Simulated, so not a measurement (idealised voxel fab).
This section sets out a process module, namely voxel ribs on slabs.
Xsec cut, 235 nm wide, square cell size 5 nm.
Think of the cross-section as a grid of square cells. We describe it in bands, top to bottom, and each band covers one or more rows of those cells. This entry defines a band. It first specifies the height of the band's top and the height of its bottom in nm, and then specifies the band's materials from left to right, stating each material with its width in nm. The word "everywhere" identifies a single material that fills the band from edge to edge, while the word "empty" identifies empty space. Ref level 0: as-received wafer is one material below here. Bottom band extends down with no lower bound ("0..down"). It should be noted that a width expressed as "30 to 40" varies in equal increments from row to row of cells within the band, taking the value of the first number at the top row and that of the second number at the bottom row. Given "no modification" for a step, no cell of the cross-section differs between before and after that step. Empty spaces without an open route to the top, at least 8 cells in extent, make up the entry "Sealed internal cavities"; each is given as width x height at distance, where the distance is measured from the left edge, and all are in nm. On each step's line, the part that comes after the settings is the simulator's own comment on the step. overlay nm: mask offset rightward from planned place, masked step; negative means leftward offset.
**Here's what the planned process steps look like**
step 1: RECEIVE | material Si
step 2: DIRECTIONAL_DEP | material SiO2 | thk nm 20
step 3: DIRECTIONAL_DEP | material SiN | thk nm 25
step 4: DIRECTIONAL_DEP | material aC | thk nm 15
step 5: PATTERN | tone cover | mask id RIB | material resist | width nm 30 | thk nm 35 | overlay nm 0
step 6: DIRECTIONAL_ETCH | etch materials aC | depth nm 15
step 7: STRIP | etch materials resist
step 8: DIRECTIONAL_ETCH | etch materials SiN | depth nm 5
step 9: STRIP | etch materials aC
step 10: MASKED_ETCH | tone cover | mask id SLAB | width nm 60 | etch materials SiN | depth nm 20 | overlay nm 0
step 11: FILL_DEP | material SiO2 | thk nm 15
step 12: CMP | height nm 55
step 13: DIRECTIONAL_DEP | material TiN | thk nm 5
step 14: PATTERN | tone cover | mask id HEATER | material resist | width nm 40 | thk nm 20 | overlay nm 0
step 15: DIRECTIONAL_ETCH | etch materials TiN | depth nm 5
step 16: STRIP | etch materials resist
step 17: CONFORMAL_DEP | material SiN | thk nm 5
**What follows covers the first of two wafers; it ran as planned**
**as received, after step 1**
> 0..down  Si everywhere
> Sealed internal cavities: none
**State of the wafer after step 2, shown in cross-section**
> 20..0  SiO2 everywhere
> Nothing below the height 0 has changed.
**State of the wafer after step 3, shown in cross-section**
> 45..20  SiN everywhere
> Nothing below the height 20 has changed.
**State of the wafer after step 4, shown in cross-section**
> 60..45  aC everywhere
> Nothing below the height 45 has changed.
**State of the wafer after step 5, shown in cross-section**
> 95..60  empty (100) / resist (30) / empty (105)
> Nothing below the height 60 has changed.
**State of the wafer after step 6, shown in cross-section**
> 80..60  empty (100) / resist (30) / empty (105)
> 60..45  empty (100) / aC (30) / empty (105)
> Nothing below the height 45 has changed.
**State of the wafer after step 7, shown in cross-section**
> 60..45  empty (100) / aC (30) / empty (105)
> Nothing below the height 45 has changed.
**State of the wafer after step 8, shown in cross-section**
> 60..45  empty (100) / aC (30) / empty (105)
> 45..40  empty (100) / SiN (30) / empty (105)
> Nothing below the height 40 has changed.
**State of the wafer after step 9, shown in cross-section**
> 45..40  empty (100) / SiN (30) / empty (105)
> Nothing below the height 40 has changed.
**State of the wafer after step 10, shown in cross-section**
> 45..40  empty (100) / SiN (30) / empty (105)
> 40..20  empty (85) / SiN (60) / empty (90)
> Nothing below the height 20 has changed.
**State of the wafer after step 11, shown in cross-section**
> 60..45  SiO2 everywhere
> 45..40  SiO2 (100) / SiN (30) / SiO2 (105)
> 40..20  SiO2 (85) / SiN (60) / SiO2 (90)
> Nothing below the height 20 has changed.
**State of the wafer after step 12, shown in cross-section**
> 55..45  SiO2 everywhere
> Nothing below the height 45 has changed.
**State of the wafer after step 13, shown in cross-section**
> 60..55  TiN everywhere
> Nothing below the height 55 has changed.
**State of the wafer after step 14, shown in cross-section**
> 80..60  empty (95) / resist (40) / empty (100)
> Nothing below the height 60 has changed.
**State of the wafer after step 15, shown in cross-section**
> 80..60  empty (95) / resist (40) / empty (100)
> 60..55  empty (95) / TiN (40) / empty (100)
> Nothing below the height 55 has changed.
**State of the wafer after step 16, shown in cross-section**
> 60..55  empty (95) / TiN (40) / empty (100)
> Nothing below the height 55 has changed.
**State of the wafer after step 17, shown in cross-section**
> 65..60  empty (90) / SiN (50) / empty (95)
> 60..55  SiN (95) / TiN (40) / SiN (100)
> Nothing below the height 55 has changed.
**The Second Wafer: Common Origin and Plan, One Mistake in Execution, Identical to the First Through Step 2**
**Second wafer, sectioned view, at step 3's planned end time**
> 35..20  aC everywhere
> Nothing below the height 20 has changed.
**Second wafer, sectioned view, at step 4's planned end time**
> 60..35  SiN everywhere
> Nothing below the height 35 has changed.
**Second wafer, sectioned view, at step 5's planned end time**
> 95..60  empty (100) / resist (30) / empty (105)
> Nothing below the height 60 has changed.
**Second wafer, sectioned view, at step 6's planned end time**
> 80..60  empty (100) / resist (30) / empty (105)
> Nothing below the height 60 has changed.
**Second wafer, sectioned view, at step 7's planned end time**
> 60..35  SiN everywhere
> Nothing below the height 35 has changed.
**Second wafer, sectioned view, at step 8's planned end time**
> 55..35  SiN everywhere
> Nothing below the height 35 has changed.
Second wafer, sectioned view, at step 9's planned end time: no modification
**Second wafer, sectioned view, at step 10's planned end time**
> 55..35  empty (85) / SiN (60) / empty (90)
> Nothing below the height 35 has changed.
**Second wafer, sectioned view, at step 11's planned end time**
> 70..55  SiO2 everywhere
> 55..35  SiO2 (85) / SiN (60) / SiO2 (90)
> Nothing below the height 35 has changed.
**Second wafer, sectioned view, at step 12's planned end time**
> 55..35  SiO2 (85) / SiN (60) / SiO2 (90)
> Nothing below the height 35 has changed.
**Second wafer, sectioned view, at step 13's planned end time**
> 60..55  TiN everywhere
> Nothing below the height 55 has changed.
**Second wafer, sectioned view, at step 14's planned end time**
> 80..60  empty (95) / resist (40) / empty (100)
> Nothing below the height 60 has changed.
**Second wafer, sectioned view, at step 15's planned end time**
> 80..60  empty (95) / resist (40) / empty (100)
> 60..55  empty (95) / TiN (40) / empty (100)
> Nothing below the height 55 has changed.
**Second wafer, sectioned view, at step 16's planned end time**
> 60..55  empty (95) / TiN (40) / empty (100)
> Nothing below the height 55 has changed.
**Second wafer, sectioned view, at step 17's planned end time**
> 65..60  empty (90) / SiN (50) / empty (95)
> 60..55  SiN (95) / TiN (40) / SiN (100)
> Nothing below the height 55 has changed.
Short version of what went wrong: swap of plan steps 3 and 4 during execution
The final cell counts differ between the wafers, with the second having more or fewer of some materials than the first: 6 fewer of SiN, 135 fewer of SiO2, 141 more of aC
